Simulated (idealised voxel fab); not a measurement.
process module | voxel double patterning
cross-section cut | 180 nm wide | cells 5 nm
A cross-section is a grid of square cells, given in bands from the top down. A band is one or more rows of cells.
Each band's line starts with the height of the band's top and of its bottom, in nm. Then come its materials from left to right, each with its width in nm. One material with "throughout" fills the band from edge to edge. "air" is empty space.
Height 0 is the level under which the wafer as received is all one material. The lowest band goes on downwards, as in "0 down".
A width such as "30 to 40" changes by the same amount from each row of cells to the next, from the band's top row to its bottom row.
"no change" after a step means that no cell of the cross-section changed.
closed voids: empty space of 8 cells or more with no open way to the top, each as width x height at its distance from the left edge, in nm
after a step's settings: what the simulator itself notes on the step
overlay nm, on a step with a mask: how far to the right of its planned place the mask lay; to the left if negative
plan
1 op RECEIVE | material Si
2 op CONFORMAL_DEP | material SiO2 | thk nm 10
3 op DIRECTIONAL_DEP | material polySi | thk nm 20
4 op DIRECTIONAL_DEP | material SiN | thk nm 5
5 op DIRECTIONAL_DEP | material aC | thk nm 10
6 op PATTERN | tone open | mask id FIRST | material resist | width nm 15 | pitch nm 50 | thk nm 25 | overlay nm 0
7 op DIRECTIONAL_ETCH | etch materials aC | depth nm 10
8 op STRIP | etch materials resist
9 op DIRECTIONAL_ETCH | etch materials SiN | depth nm 5
10 op STRIP | etch materials aC
11 op DIRECTIONAL_DEP | material aC | thk nm 15
12 op PATTERN | tone open | mask id SECOND | material resist | width nm 15 | pitch nm 50 | thk nm 30 | overlay nm 0
13 op DIRECTIONAL_ETCH | etch materials aC | depth nm 15
14 op STRIP | etch materials resist
15 op DIRECTIONAL_ETCH | etch materials SiN | depth nm 5
16 op STRIP | etch materials aC
17 op DIRECTIONAL_ETCH | etch materials polySi | depth nm 20
18 op STRIP | etch materials SiN
as received, after step 1
  0 down: Si throughout
  closed voids: none
first wafer at the end, as planned
  30 to 10: polySi 30 | air 15 | polySi 10 | air 15 | polySi 10 | air 15 | polySi 10 | air 15 | polySi 10 | air 15 | polySi 35
  10 to 0: SiO2 throughout
  0 down: Si throughout
  closed voids: none
second wafer at the end: like start, like plan, one mistake
  30 to 0: SiO2 throughout
  0 down: Si throughout
  closed voids: none
what went wrong: step 3 ran as: op DIRECTIONAL_DEP | material SiO2 | thk nm 20
at the end the second wafer has, in cells: 144 more of SiO2 | 84 fewer of polySi
